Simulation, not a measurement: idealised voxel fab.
Presented below is a process module, voxel capacitor over wiring.
Cross-section cut: width 165 nm, square cells of 5 nm.
Just so we're on the same page, the cross-sections are grids of square cells, and they're listed out in bands top to bottom, each band one or more rows deep.
Per band: top height and bottom height in nm, followed by the left-to-right materials and their widths in nm; "full width" marks a single material spanning edge to edge, "blank" marks empty space.
Counting heights begins at 0, where everything beneath is, in the wafer as received, one material. The lowest band has no bottom; it goes on downwards, as "0 and below" shows.
Per-row width for "30..40": begins at first number (top row of band), ends at second number (bottom row), increment between rows held constant.
"no change occurred" for a step: no cell of the cross-section changed in that step.
"Sealed internal cavities": empty spaces of 8 cells or more with no open way to the top, each given as width x height at distance, distance from the left edge, all in nm.
Past the settings on a step's line: simulator remark, on that step.
The "overlay nm" setting may appear on a step's line; for a step that uses a mask, it gives how far to the right of its planned position the mask lay, and a negative value indicates the left.
Listed below are the process steps as planned
1: RECEIVE [material Si]
2: CONFORMAL_DEP [material SiO2] [thk nm 15]
3: DIRECTIONAL_DEP [material TiN] [thk nm 5]
4: DIRECTIONAL_DEP [material W] [thk nm 15]
5: PATTERN [tone cover] [mask id METAL_1] [material resist] [width nm 30] [pitch nm 90] [thk nm 20] [overlay nm 0]
6: DIRECTIONAL_ETCH [etch materials W] [depth nm 15]
7: DIRECTIONAL_ETCH [etch materials TiN] [depth nm 5]
8: STRIP [etch materials resist]
9: CONFORMAL_DEP [material SiN] [thk nm 5]
10: FILL_DEP [material lowk] [thk nm 5]
11: CMP [height nm 35]
12: CONFORMAL_DEP [material SiCN] [thk nm 5]
13: DIRECTIONAL_DEP [material lowk] [thk nm 10]
14: PATTERN [tone open] [mask id PLUG_1] [material resist] [width nm 15] [thk nm 15] [overlay nm 0]
15: DIRECTIONAL_ETCH [etch materials lowk] [depth nm 10]
16: DIRECTIONAL_ETCH [etch materials SiCN] [depth nm 5]
17: STRIP [etch materials resist]
18: CONFORMAL_DEP [material TiN] [thk nm 5]
19: FILL_DEP [material Cu] [thk nm 5]
20: CMP [height nm 50]
21: DIRECTIONAL_DEP [material TiN] [thk nm 10]
22: DIRECTIONAL_DEP [material SiN] [thk nm 5]
23: DIRECTIONAL_DEP [material TiN] [thk nm 5]
24: MASKED_ETCH [tone cover] [mask id UPPER_PLATE] [width nm 65] [etch materials TiN] [depth nm 5] [overlay nm 0]
25: MASKED_ETCH [tone cover] [mask id UPPER_PLATE] [width nm 65] [etch materials SiN] [depth nm 5] [overlay nm 0]
26: DIRECTIONAL_DEP [material aC] [thk nm 10]
27: PATTERN [tone cover] [mask id LOWER_PLATE] [material resist] [width nm 75] [thk nm 30] [overlay nm 0]
28: DIRECTIONAL_ETCH [etch materials aC] [depth nm 10]
29: STRIP [etch materials resist]
30: DIRECTIONAL_ETCH [etch materials TiN] [depth nm 10]
31: STRIP [etch materials aC]
32: FILL_DEP [material SiO2] [thk nm 20]
33: CMP [height nm 85]
34: DIRECTIONAL_DEP [material aC] [thk nm 10]
35: PATTERN [tone open] [mask id PLUG_2] [material resist] [width nm 15] [thk nm 25] [overlay nm 0]
36: DIRECTIONAL_ETCH [etch materials aC] [depth nm 10]
37: STRIP [etch materials resist]
38: DIRECTIONAL_ETCH [etch materials SiO2] [depth nm 15]
39: STRIP [etch materials aC]
40: CONFORMAL_DEP [material TiN] [thk nm 5]
41: FILL_DEP [material Cu] [thk nm 10]
42: CMP [height nm 85]
43: CONFORMAL_DEP [material SiN] [thk nm 5]
Cross-section: wafer on arrival = after step 1
* 0 and below | Si full width
* Sealed internal cavities: none
One mistake in running the module, otherwise start and plan as above: cross-section at the end
* 90 down to 85 | SiN full width
* 85 down to 75 | SiO2 (45), then TiN (5), then Cu (5), then TiN (5), then SiO2 (105)
* 75 down to 65 | SiO2 (45..35), then TiN (15..65), then SiO2 (105..65)
* 65 down to 60 | SiO2 (35), then SiN (65), then SiO2 (65)
* 60 down to 50 | SiO2 (30), then TiN (75), then SiO2 (60)
* 50 down to 40 | lowk (35), then TiN (5), then Cu (5), then TiN (5), then lowk (115)
* 40 down to 35 | SiCN (35), then TiN (15), then SiCN (115)
* 35 down to 25 | lowk (15), then SiN (5), then W (30), then SiN (5), then lowk (50), then SiN (5), then W (30), then SiN (5), then lowk (20)
* 25 down to 20 | SiN (20), then W (30), then SiN (60), then W (30), then SiN (25)
* 20 down to 5 | SiO2 full width
* 5 down to 0 | TiN full width
* 0 and below | Si full width
* Sealed internal cavities: none
The mistake made against the process plan was this: steps 2 and 3 were swapped
